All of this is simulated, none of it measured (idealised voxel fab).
Process module in this document: voxel double patterning
The width of the displayed cross-section, cut, is 200 nm; its cells are square, with a size of 5 nm.
A cross-section is written here as square cells arranged in a grid, and it is given in bands from the top down, each band taking up one or more rows of cells.
Heights first: top, then bottom, in nm. Then materials, left to right, each with a width in nm. "throughout" on a single material: fills the band edge to edge. "empty": empty space.
Measure heights from 0. That's the level where, below it, the as-received wafer is all one material. The lowest band is bottomless and extends downward; write it as in "0 nm and below".
The two numbers in a width such as "30 to 40" mark its ends across the band: the first belongs to the top row of cells, the second to the bottom row, and from each row to the next the width moves by the same amount.
Where a step carries "nothing got changed", the cross-section came out of it unchanged, cell for cell.
What "Listed closed voids" gives you is every empty space of 8 cells or more that is cut off from the top. Each appears as width x height at distance, with the distance taken from the left edge and width, height and distance all in nm.
Read whatever lies past the settings on a step's line as the simulator's own remark about the step.
When a step includes a mask, the "overlay nm" setting on its line states how far to the right of its planned place that mask lay, and negative values state how far to the left.

THIS SECTION LISTS THE PROCESS STEPS THAT WERE PLANNED
1) RECEIVE [material Si]
2) CONFORMAL_DEP [material SiO2] [thk nm 10]
3) DIRECTIONAL_DEP [material W] [thk nm 10]
4) DIRECTIONAL_DEP [material SiN] [thk nm 10]
5) MASKED_ETCH [tone open] [mask id FIRST] [width nm 15] [pitch nm 50] [etch materials SiN] [depth nm 10] [overlay nm 0]
6) MASKED_ETCH [tone open] [mask id SECOND] [width nm 15] [etch materials SiN] [depth nm 10] [overlay nm 0]
7) DIRECTIONAL_ETCH [etch materials W] [depth nm 10]
8) STRIP [etch materials SiN]

INCOMING WAFER, CROSS-SECTIONAL VIEW, POST STEP 1
0 nm and below | Si throughout
Listed closed voids: none

CROSS-SECTIONAL VIEW OF THE FIRST OF THE TWO WAFERS UPON COMPLETION OF THE MODULE, PROCESSED IN ACCORDANCE WITH THE PLAN
20 nm to 10 nm | 65 nm W, then 15 nm empty, then 10 nm W, then 15 nm empty, then 10 nm W, then 15 nm empty, then 70 nm W
10 nm to 0 nm | SiO2 throughout
0 nm and below | Si throughout
Listed closed voids: none

MODULE END: CROSS-SECTION OF WAFER TWO OF TWO. SAME START AND PROCESS PLAN AS THE FIRST WAFER. ONE MISTAKE DURING EXECUTION
20 nm to 10 nm | 65 nm W, then 15 nm empty, then 15 nm W, then 15 nm empty, then 5 nm W, then 15 nm empty, then 70 nm W
10 nm to 0 nm | SiO2 throughout
0 nm and below | Si throughout
Listed closed voids: none
Finding, execution versus plan: contrary to plan, step 6 was performed as MASKED_ETCH [tone open] [mask id SECOND] [width nm 15] [etch materials SiN] [depth nm 10] [overlay nm 5]
Matching per-material cell counts, mismatched positions: that is how the second wafer compares with the first at the end.
